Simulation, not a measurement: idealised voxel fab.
Herein follows the process module entitled voxel gate over fins.
Section cut is 160 nm wide and gridded with 5 nm square cells.
Just so we're on the same page, the cross-sections are grids of square cells, and they're listed out in bands top to bottom, each band one or more rows deep.
A band entry consists of two parts. The first gives the height of the band's top and the height of its bottom, in nm. The rest lists the band's materials from left to right, each with its width in nm. A single material labelled with the word "all across" fills the band from edge to edge, and the word "empty" marks empty space.
The level at which height equals 0 is the one under which the wafer, as it arrives, is entirely one material. No lower edge exists for the bottom band, which continues downward and is notated as in "0 and below".
Per-row width for "30 to 40": begins at first number (top row of band), ends at second number (bottom row), increment between rows held constant.
Given "no modifications" for a step, no cell of the cross-section differs between before and after that step.
The label "Sealed cavities" introduces a list of the empty spaces, 8 cells or larger, that have no open way up to the top; each entry in it reads width x height at distance, where the distance is taken from the left edge and all three are stated in nm.
Text after the settings on a step's line: the simulator's own remark on that step.
Regarding "overlay nm": on a step with a mask, it is the distance the mask lay to the right of its planned place; a negative value places it to the left.

# Process steps - plan
1. op RECEIVE | material Si
2. op CONFORMAL_DEP | material SiN | thk nm 5
3. op MASKED_ETCH | tone cover | mask id FINS | width nm 15 | pitch nm 40 | etch materials SiN | depth nm 5 | overlay nm 0
4. op MASKED_ETCH | tone cover | mask id FINS | width nm 15 | pitch nm 40 | etch materials Si | depth nm 30 | overlay nm 0
5. op OXIDIZE | depth nm 5
6. op FILL_DEP | material SiO2 | thk nm 15
7. op CMP | height nm 5
8. op SELECTIVE_ETCH | etch materials SiO2 | depth nm 15
9. op STRIP | etch materials SiN
10. op CONFORMAL_DEP | material HfO2 | thk nm 5
11. op CONFORMAL_DEP | material TiN | thk nm 5
12. op FILL_DEP | material W | thk nm 10
13. op CMP | height nm 15
14. op CONFORMAL_DEP | material SiCN | thk nm 10
The plan shows the width nm of step 4 as the first wafer had it; this setting differs between the wafers, which start out alike.

# As-received cross-section, first of several wafers, post step 1
- 0 and below | Si all across
- Sealed cavities: none

# Below, a row for every wafer. Read it as the end-of-module picture: for each material the wafer shows its cells gained (+) or lost (-) since it was received, and then its closed voids
width nm 15 | +40 HfO2 | -210 Si | +64 SiCN | +150 SiO2 | +40 TiN | +76 W | Sealed cavities: none
width nm 20 | +40 HfO2 | -198 Si | +64 SiCN | +140 SiO2 | +40 TiN | +74 W | Sealed cavities: none
width nm 25 | +40 HfO2 | -186 Si | +64 SiCN | +130 SiO2 | +40 TiN | +72 W | Sealed cavities: none
